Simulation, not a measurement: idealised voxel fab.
Process module under the name voxel spacer lines
FYI the section here is cut, 200 nm wide, cells are 5 nm squares.
A cross-section is written here as square cells arranged in a grid, and it is given in bands from the top down, each band taking up one or more rows of cells.
For a band, the entry starts with two heights in nm, that of the top and then that of the bottom, and carries on with the band's materials in order from left to right, each alongside its width in nm; the word "throughout" beside a single material means it fills the band edge to edge, and "air" means empty space.
The reference from which all heights are counted is 0, the level beneath which the as-received wafer is entirely one material; the lowest band, having no lower bound, proceeds downward and is written after the example "0 and below".
Width spec "30->40" -> top row of cells at first value, bottom row at second value, equal per-row change in between.
Any step labelled "nothing changed" changed none of the cells in the cross-section.
Heads up: "Completely enclosed voids" only lists the empty pockets with no open path to the top that are 8 cells or more, and it writes them as width x height at distance, distance from the left edge, in nm.
That trailing text on a step's line, after the settings, is the simulator's own remark on the step.
If you see "overlay nm" on a step's line and that step has a mask, it's telling you how far right of where it was planned the mask ended up; a negative number means it went left instead.
-- Set out below are the planned steps of the process
step 1: op RECEIVE | material Si
step 2: op CONFORMAL_DEP | material Al2O3 | thk nm 5
step 3: op DIRECTIONAL_DEP | material SiN | thk nm 15
step 4: op DIRECTIONAL_DEP | material polySi | thk nm 30
step 5: op PATTERN | tone cover | mask id MANDREL | material resist | width nm 25 | pitch nm 70 | thk nm 40 | overlay nm 0
step 6: op DIRECTIONAL_ETCH | etch materials polySi | depth nm 30
step 7: op STRIP | etch materials resist
step 8: op CONFORMAL_DEP | material SiO2 | thk nm 5
step 9: op DIRECTIONAL_ETCH | etch materials SiO2 | depth nm 10
step 10: op STRIP | etch materials polySi
step 11: op DIRECTIONAL_ETCH | etch materials SiN | depth nm 15
step 12: op STRIP | etch materials SiO2
The wafers are alike at the start. At step 8, their thk nm differs. The plan lists the first wafer's value.
-- Cross-sectional view of the first of several wafers in the as-received condition, corresponding to the state following step 1
	0 and below = Si throughout
	Completely enclosed voids: none
-- The cross-section of the first of several wafers is given below for the end of the module, after its final step, step 12
	20 down to 5 = 10 air  5 SiN  25 air  5 SiN  35 air  5 SiN  25 air  5 SiN  35 air  5 SiN  25 air  5 SiN  15 air
	5 down to 0 = Al2O3 throughout
	0 and below = Si throughout
	Completely enclosed voids: none
-- A cross-section through the last wafer at the close of the module
	50 down to 20 = 15 air  25 polySi  45 air  25 polySi  45 air  25 polySi  20 air
	20 down to 5 = SiN throughout
	5 down to 0 = Al2O3 throughout
	0 and below = Si throughout
	Completely enclosed voids: none
-- Heads up, this table goes wafer by wafer. A row tells you, at the end of the module, how many cells of each material that wafer has put on (+) or dropped (-) since it was received, and then its closed voids
thk nm 5 | +40 Al2O3 | +18 SiN | Completely enclosed voids: none
thk nm 10 | +40 Al2O3 | +36 SiN | Completely enclosed voids: none
thk nm 15 | +40 Al2O3 | +120 SiN | +90 polySi | Completely enclosed voids: none
thk nm 20 | +40 Al2O3 | +120 SiN | +90 polySi | Completely enclosed voids: none
thk nm 25 | +40 Al2O3 | +120 SiN | +90 polySi | Completely enclosed voids: none
